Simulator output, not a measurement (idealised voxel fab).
This section sets out a process module, namely voxel self aligned vias.
In the cross-section labelled cut, the width is 235 nm and each square cell is 5 nm.
A cross-section in this document is a grid of square cells, and it is written down as bands, the top band listed before the ones below it; a band is made up of one or more rows of cells.
Basically the band line says how high the top is and how high the bottom is, in nm, and then what's in it from left to right, every material with its width in nm. Empty space shows up as "air", and if a single material carries "everywhere" it runs the full band edge to edge.
Below 0: as-received wafer, all one material; heights counted from there. Lowest band: no bottom, goes on down, written "z 0 and below".
It should be noted that a width expressed as "30->40" varies in equal increments from row to row of cells within the band, taking the value of the first number at the top row and that of the second number at the bottom row.
Basically "same as before" means that step didn't change any cell in the cross-section.
Entry "Voids lacking openings". Content: empty spaces with no open connection to the top, size 8 cells or greater. Each: width x height at distance. Distance: from left edge. Unit: nm.
Whatever follows a step's settings on its line is a remark the simulator itself makes about that step.
overlay nm: step with mask; distance mask lay right of planned place; negative value = left of planned place.
# The planned process steps are enumerated hereunder
1) RECEIVE (material Si)
2) CONFORMAL_DEP (material SiO2; thk nm 10)
3) CONFORMAL_DEP (material SiCN; thk nm 5)
4) DIRECTIONAL_DEP (material lowk; thk nm 20)
5) MASKED_ETCH (tone open; mask id LINES; width nm 30; pitch nm 70; etch materials lowk; depth nm 20; overlay nm 0)
6) CONFORMAL_DEP (material TiN; thk nm 5)
7) FILL_DEP (material W; thk nm 10)
8) CMP (height nm 35)
9) SELECTIVE_ETCH (etch materials W Ru TiN; depth nm 5)
10) FILL_DEP (material SiN; thk nm 5)
11) CMP (height nm 35)
12) DIRECTIONAL_DEP (material lowk; thk nm 15)
13) PATTERN (tone open; mask id VIAS; material resist; width nm 50; thk nm 20; overlay nm 0)
14) DIRECTIONAL_ETCH (etch materials lowk; depth nm 15)
15) DIRECTIONAL_ETCH (etch materials SiN; depth nm 5)
16) STRIP (etch materials resist)
17) CONFORMAL_DEP (material TiN; thk nm 5)
18) FILL_DEP (material Cu; thk nm 5)
19) CMP (height nm 50)
20) CONFORMAL_DEP (material SiCN; thk nm 5)
# Cross-section of the wafer upon arrival, representing the state reached after step 1
    z 0 and below  Si everywhere
    Voids lacking openings: none
# First wafer of two, sectioned at end of module; run went per plan
    z 55 to 50  SiCN everywhere
    z 50 to 40  lowk 55, TiN 5, Cu 40, TiN 5, lowk 130
    z 40 to 35  lowk 55, TiN 15, Cu 20, TiN 15, lowk 130
    z 35 to 30  lowk 65, TiN 30, lowk 40, SiN 30, lowk 70
    z 30 to 20  lowk 65, TiN 5, W 20, TiN 5, lowk 40, TiN 5, W 20, TiN 5, lowk 70
    z 20 to 15  lowk 65, TiN 30, lowk 40, TiN 30, lowk 70
    z 15 to 10  SiCN everywhere
    z 10 to 0  SiO2 everywhere
    z 0 and below  Si everywhere
    Voids lacking openings: none
# End of module, second wafer, cross-section. Started like the first, planned like the first, run with one mistake
    z 55 to 50  SiCN everywhere
    z 50 to 40  lowk 55, TiN 5, Cu 40, TiN 5, lowk 130
    z 40 to 35  lowk 55, TiN 50, lowk 130
    z 35 to 30  SiCN everywhere
    z 30 to 10  lowk everywhere
    z 10 to 0  SiO2 everywhere
    z 0 and below  Si everywhere
    Voids lacking openings: none
Where did the run depart from the plan? the executed order of steps 3 and 4 is the reverse of that specified in the plan, each step having taken the other's position
Wrapping up, a cell-based count of both wafers puts the second over or under the first for these materials: 4 fewer of Cu, 6 fewer of SiN, 22 fewer of TiN, 16 fewer of W, 48 more of lowk
